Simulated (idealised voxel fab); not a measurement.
The following process module bears the name voxel ribs on slabs.
cross-section cut | 250 nm wide | cells 5 nm
Each cross-section below is a grid of square cells, stated as bands in top-down order, with one or more rows of cells making up each band.
Each band's line starts with the height of the band's top and of its bottom, in nm. Then come its materials from left to right, each with its width in nm. One material with "edge to edge" fills the band from edge to edge. "empty" is empty space.
Height 0 is the level under which the wafer as received is all one material. The lowest band goes on downwards, as in "from 0 down".
When a width is written as two numbers, as in "30..40", the first number is the width in the top row of cells of the band and the second is the width in its bottom row, and the width changes by the same amount from each row to the next.
Take "left unchanged" at face value: in the step it is given for, the cross-section changed in none of its cells.
Look at "Fully sealed voids" for the closed voids: empty spaces with no open path to the top, sized 8 cells or up. Each is width x height at distance, distance from the left edge, all nm.
On a step's line, text after the settings is the simulator commenting on that step.
"overlay nm" on a masked step: distance the mask lay right of its planned place, negative for left.
**plan**
| 1 | RECEIVE,material Si |
| 2 | DIRECTIONAL_DEP,material SiO2,thk nm 20 |
| 3 | DIRECTIONAL_DEP,material SiN,thk nm 15 |
| 4 | PATTERN,tone cover,mask id RIB,material resist,width nm 25,thk nm 20,overlay nm 0 |
| 5 | DIRECTIONAL_ETCH,etch materials SiN,depth nm 10 |
| 6 | STRIP,etch materials resist |
| 7 | PATTERN,tone cover,mask id SLAB,material resist,width nm 55,thk nm 15,overlay nm 0 |
| 8 | DIRECTIONAL_ETCH,etch materials SiN,depth nm 10 |
| 9 | STRIP,etch materials resist |
| 10 | FILL_DEP,material SiO2,thk nm 15 |
| 11 | CMP,height nm 50 |
| 12 | DIRECTIONAL_DEP,material TiN,thk nm 10 |
| 13 | MASKED_ETCH,tone cover,mask id HEATER,width nm 35,etch materials TiN,depth nm 10,overlay nm 0 |
| 14 | CONFORMAL_DEP,material SiN,thk nm 10 |
Keep in mind the plan's value for the thk nm of step 3 comes from the first wafer; the wafers don't share that setting, but they do share the same starting point.
**Received wafers, first of several: cross-section after step 1**
    from 0 down: Si edge to edge
    Fully sealed voids: none
**First wafer of several, cross-section, module end, after step 14 (last)**
    from 70 to 60: empty (95) / SiN (55) / empty (100)
    from 60 to 50: SiN (105) / TiN (35) / SiN (110)
    from 50 to 35: SiO2 edge to edge
    from 35 to 25: SiO2 (110) / SiN (25) / SiO2 (115)
    from 25 to 20: SiO2 (95) / SiN (55) / SiO2 (100)
    from 20 to 0: SiO2 edge to edge
    from 0 down: Si edge to edge
    Fully sealed voids: none
**The final wafer, sectioned at module end**
    from 70 to 60: empty (95) / SiN (55) / empty (100)
    from 60 to 50: SiN (105) / TiN (35) / SiN (110)
    from 50 to 45: SiO2 (110) / SiN (25) / SiO2 (115)
    from 45 to 35: SiO2 (95) / SiN (55) / SiO2 (100)
    from 35 to 20: SiN edge to edge
    from 20 to 0: SiO2 edge to edge
    from 0 down: Si edge to edge
    Fully sealed voids: none
**Per-wafer rows below. For each material: cells gained (+) or lost (-) since the wafer was received, as of end of module. Then: closed voids**
thk nm 15; +129 SiN; +479 SiO2; +14 TiN; Fully sealed voids: none
thk nm 20; +140 SiN; +468 SiO2; +14 TiN; Fully sealed voids: none
thk nm 25; +190 SiN; +418 SiO2; +14 TiN; Fully sealed voids: none
thk nm 30; +240 SiN; +368 SiO2; +14 TiN; Fully sealed voids: none
thk nm 35; +285 SiN; +323 SiO2; +14 TiN; Fully sealed voids: none
